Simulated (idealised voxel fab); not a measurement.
A process module follows: voxel wiring stack.
The width of the displayed cross-section, cut, is 300 nm; its cells are square, with a size of 5 nm.
Bands, listed from the top down, are how a cross-section gets written in this document; the cross-section itself is a grid of square cells, and a band is one or more rows of them.
Heights first: top, then bottom, in nm. Then materials, left to right, each with a width in nm. "full width" on a single material: fills the band edge to edge. "empty": empty space.
Where do heights start? At 0: under that level the wafer as delivered is made of one material only. And the lowest band has no floor; it just carries on downward, as in "0 down".
Top row gets the first number, bottom row gets the second, and each row in between changes by the same step: that is how a band width like "30..40" works.
Take "nothing different" at face value: in the step it is given for, the cross-section changed in none of its cells.
Entry "Closed void catalog" = empty spaces >= 8 cells with no open way to the top; each as width x height at distance, distance from left edge, all nm.
Text after the settings on a step's line: the simulator's own remark on that step.
overlay nm: how far to the right of its planned place the mask lay on this masked step (negative: to the left).
Below is the list of planned process steps
- 1: RECEIVE with material Si
- 2: CONFORMAL_DEP with material SiO2, thk nm 15
- 3: DIRECTIONAL_DEP with material TiN, thk nm 5
- 4: DIRECTIONAL_DEP with material Ru, thk nm 25
- 5: PATTERN with tone cover, mask id METAL_1, material resist, width nm 20, pitch nm 35, thk nm 20, overlay nm 0
- 6: DIRECTIONAL_ETCH with etch materials Ru, depth nm 25
- 7: DIRECTIONAL_ETCH with etch materials TiN, depth nm 5
- 8: STRIP with etch materials resist
- 9: FILL_DEP with material SiO2, thk nm 5
- 10: CMP with height nm 45
- 11: CONFORMAL_DEP with material SiCN, thk nm 5
- 12: DIRECTIONAL_DEP with material SiO2, thk nm 30
- 13: PATTERN with tone open, mask id METAL_2_HOLES, material resist, width nm 15, pitch nm 35, thk nm 20, overlay nm 0
- 14: DIRECTIONAL_ETCH with etch materials SiO2, depth nm 30
- 15: STRIP with etch materials resist
- 16: PATTERN with tone open, mask id METAL_2, material resist, width nm 20, pitch nm 35, thk nm 20, overlay nm 0
- 17: DIRECTIONAL_ETCH with etch materials SiO2, depth nm 15
- 18: DIRECTIONAL_ETCH with etch materials SiCN, depth nm 5
- 19: STRIP with etch materials resist
- 20: CONFORMAL_DEP with material TiN, thk nm 5
- 21: FILL_DEP with material Cu, thk nm 10
- 22: CMP with height nm 80
- 23: CONFORMAL_DEP with material SiCN, thk nm 5
- 24: DIRECTIONAL_DEP with material SiO2, thk nm 10
- 25: MASKED_ETCH with tone open, mask id PLUG_2, width nm 15, pitch nm 35, etch materials SiO2, depth nm 10, overlay nm 0
- 26: MASKED_ETCH with tone open, mask id PLUG_2, width nm 15, pitch nm 35, etch materials SiCN, depth nm 5, overlay nm 0
- 27: EPI with material Ru, thk nm 10
- 28: EPI with material Ru, thk nm 5
- 29: DIRECTIONAL_DEP with material TiN, thk nm 5
- 30: DIRECTIONAL_DEP with material Ru, thk nm 20
- 31: MASKED_ETCH with tone cover, mask id METAL_3, width nm 20, pitch nm 35, etch materials Ru, depth nm 20, overlay nm 0
- 32: MASKED_ETCH with tone cover, mask id METAL_3, width nm 20, pitch nm 35, etch materials TiN, depth nm 5, overlay nm 0
- 33: FILL_DEP with material SiO2, thk nm 10
- 34: CMP with height nm 120
- 35: CONFORMAL_DEP with material SiCN, thk nm 5
- 36: DIRECTIONAL_DEP with material SiO2, thk nm 20
- 37: DIRECTIONAL_DEP with material aC, thk nm 10
- 38: PATTERN with tone open, mask id PLUG_3, material resist, width nm 15, pitch nm 35, thk nm 25, overlay nm 0
- 39: DIRECTIONAL_ETCH with etch materials aC, depth nm 10
- 40: STRIP with etch materials resist
- 41: DIRECTIONAL_ETCH with etch materials SiO2, depth nm 20
- 42: DIRECTIONAL_ETCH with etch materials SiCN, depth nm 5
- 43: STRIP with etch materials aC
- 44: CONFORMAL_DEP with material TiN, thk nm 5
- 45: FILL_DEP with material Cu, thk nm 10
- 46: CMP with height nm 145
- 47: DIRECTIONAL_DEP with material TiN, thk nm 5
- 48: DIRECTIONAL_DEP with material W, thk nm 25
- 49: MASKED_ETCH with tone cover, mask id METAL_4, width nm 20, pitch nm 35, etch materials W, depth nm 25, overlay nm 0
- 50: MASKED_ETCH with tone cover, mask id METAL_4, width nm 20, pitch nm 35, etch materials TiN, depth nm 5, overlay nm 0
- 51: CONFORMAL_DEP with material SiN, thk nm 5
- 52: FILL_DEP with material lowk, thk nm 5
- 53: CMP with height nm 175
- 54: CONFORMAL_DEP with material SiN, thk nm 5
Shown in cross-section is the wafer as received, that is, as it stands after step 1
- 0 down: Si full width
- Closed void catalog: none
The first of two wafers, cross-sectioned at the end of the module, with the run proceeding as planned
- 180 to 175: SiN full width
- 175 to 150: 80 of lowk, 5 of SiN, 20 of W, 5 of SiN, 5 of lowk, 5 of SiN, 20 of W, 5 of SiN, 5 of lowk, 5 of SiN, 20 of W, 5 of SiN, 5 of lowk, 5 of SiN, 20 of W, 5 of SiN, 85 of lowk
- 150 to 145: 85 of SiN, 20 of TiN, 15 of SiN, 20 of TiN, 15 of SiN, 20 of TiN, 15 of SiN, 20 of TiN, 90 of SiN
- 145 to 125: 85 of SiO2, 5 of TiN, 5 of Cu, 5 of TiN, 20 of SiO2, 5 of TiN, 5 of Cu, 5 of TiN, 20 of SiO2, 5 of TiN, 5 of Cu, 5 of TiN, 20 of SiO2, 5 of TiN, 5 of Cu, 5 of TiN, 95 of SiO2
- 125 to 120: 85 of SiCN, 15 of TiN, 20 of SiCN, 15 of TiN, 20 of SiCN, 15 of TiN, 20 of SiCN, 15 of TiN, 95 of SiCN
- 120 to 100: 85 of SiO2, 20 of Ru, 15 of SiO2, 20 of Ru, 15 of SiO2, 20 of Ru, 15 of SiO2, 20 of Ru, 90 of SiO2
- 100 to 95: 85 of SiO2, 20 of TiN, 15 of SiO2, 20 of TiN, 15 of SiO2, 20 of TiN, 15 of SiO2, 20 of TiN, 90 of SiO2
- 95 to 85: 85 of SiO2, 15 of Ru, 20 of SiO2, 15 of Ru, 20 of SiO2, 15 of Ru, 20 of SiO2, 15 of Ru, 95 of SiO2
- 85 to 80: 85 of SiCN, 15 of Ru, 20 of SiCN, 15 of Ru, 20 of SiCN, 15 of Ru, 20 of SiCN, 15 of Ru, 95 of SiCN
- 80 to 70: 85 of SiO2, 5 of TiN, 10 of Cu, 5 of TiN, 15 of SiO2, 5 of TiN, 10 of Cu, 5 of TiN, 15 of SiO2, 5 of TiN, 10 of Cu, 5 of TiN, 15 of SiO2, 5 of TiN, 10 of Cu, 5 of TiN, 90 of SiO2
- 70 to 65: 85 of SiO2, 5 of TiN, 5 of Cu, 10 of TiN, 15 of SiO2, 5 of TiN, 5 of Cu, 10 of TiN, 15 of SiO2, 5 of TiN, 5 of Cu, 10 of TiN, 15 of SiO2, 5 of TiN, 5 of Cu, 10 of TiN, 90 of SiO2
- 65 to 50: 85 of SiO2, 5 of TiN, 5 of Cu, 5 of TiN, 20 of SiO2, 5 of TiN, 5 of Cu, 5 of TiN, 20 of SiO2, 5 of TiN, 5 of Cu, 5 of TiN, 20 of SiO2, 5 of TiN, 5 of Cu, 5 of TiN, 95 of SiO2
- 50 to 45: 85 of SiCN, 15 of TiN, 20 of SiCN, 15 of TiN, 20 of SiCN, 15 of TiN, 20 of SiCN, 15 of TiN, 95 of SiCN
- 45 to 20: 85 of SiO2, 20 of Ru, 15 of SiO2, 20 of Ru, 15 of SiO2, 20 of Ru, 15 of SiO2, 20 of Ru, 90 of SiO2
- 20 to 15: 85 of SiO2, 20 of TiN, 15 of SiO2, 20 of TiN, 15 of SiO2, 20 of TiN, 15 of SiO2, 20 of TiN, 90 of SiO2
- 15 to 0: SiO2 full width
- 0 down: Si full width
- Closed void catalog: none
Cross-sectional view of the second of two wafers upon completion of the module. This wafer shared its starting condition and process plan with the first; one error was made during its execution
- 180 to 175: SiN full width
- 175 to 150: 80 of lowk, 5 of SiN, 20 of W, 5 of SiN, 5 of lowk, 5 of SiN, 20 of W, 5 of SiN, 5 of lowk, 5 of SiN, 20 of W, 5 of SiN, 5 of lowk, 5 of SiN, 20 of W, 5 of SiN, 85 of lowk
- 150 to 145: 85 of SiN, 20 of TiN, 15 of SiN, 20 of TiN, 15 of SiN, 20 of TiN, 15 of SiN, 20 of TiN, 90 of SiN
- 145 to 125: 85 of SiO2, 5 of TiN, 5 of Cu, 5 of TiN, 20 of SiO2, 5 of TiN, 5 of Cu, 5 of TiN, 20 of SiO2, 5 of TiN, 5 of Cu, 5 of TiN, 20 of SiO2, 5 of TiN, 5 of Cu, 5 of TiN, 95 of SiO2
- 125 to 120: 85 of SiCN, 15 of TiN, 20 of SiCN, 15 of TiN, 20 of SiCN, 15 of TiN, 20 of SiCN, 15 of TiN, 95 of SiCN
- 120 to 115: 85 of SiO2, 20 of TiN, 15 of SiO2, 20 of TiN, 15 of SiO2, 20 of TiN, 15 of SiO2, 20 of TiN, 90 of SiO2
- 115 to 95: Ru full width
- 95 to 85: 85 of SiO2, 15 of Ru, 20 of SiO2, 15 of Ru, 20 of SiO2, 15 of Ru, 20 of SiO2, 15 of Ru, 95 of SiO2
- 85 to 80: 85 of SiCN, 15 of Ru, 20 of SiCN, 15 of Ru, 20 of SiCN, 15 of Ru, 20 of SiCN, 15 of Ru, 95 of SiCN
- 80 to 70: 85 of SiO2, 5 of TiN, 10 of Cu, 5 of TiN, 15 of SiO2, 5 of TiN, 10 of Cu, 5 of TiN, 15 of SiO2, 5 of TiN, 10 of Cu, 5 of TiN, 15 of SiO2, 5 of TiN, 10 of Cu, 5 of TiN, 90 of SiO2
- 70 to 65: 85 of SiO2, 5 of TiN, 5 of Cu, 10 of TiN, 15 of SiO2, 5 of TiN, 5 of Cu, 10 of TiN, 15 of SiO2, 5 of TiN, 5 of Cu, 10 of TiN, 15 of SiO2, 5 of TiN, 5 of Cu, 10 of TiN, 90 of SiO2
- 65 to 50: 85 of SiO2, 5 of TiN, 5 of Cu, 5 of TiN, 20 of SiO2, 5 of TiN, 5 of Cu, 5 of TiN, 20 of SiO2, 5 of TiN, 5 of Cu, 5 of TiN, 20 of SiO2, 5 of TiN, 5 of Cu, 5 of TiN, 95 of SiO2
- 50 to 45: 85 of SiCN, 15 of TiN, 20 of SiCN, 15 of TiN, 20 of SiCN, 15 of TiN, 20 of SiCN, 15 of TiN, 95 of SiCN
- 45 to 20: 85 of SiO2, 20 of Ru, 15 of SiO2, 20 of Ru, 15 of SiO2, 20 of Ru, 15 of SiO2, 20 of Ru, 90 of SiO2
- 20 to 15: 85 of SiO2, 20 of TiN, 15 of SiO2, 20 of TiN, 15 of SiO2, 20 of TiN, 15 of SiO2, 20 of TiN, 90 of SiO2
- 15 to 0: SiO2 full width
- 0 down: Si full width
- Closed void catalog: none
Processing error: steps 29 and 30 of the plan were run in the wrong order, each in the other's place
Bottom line after processing is that, in cells, the second wafer is up or down on some materials versus the first: Ru +176, SiO2 -176
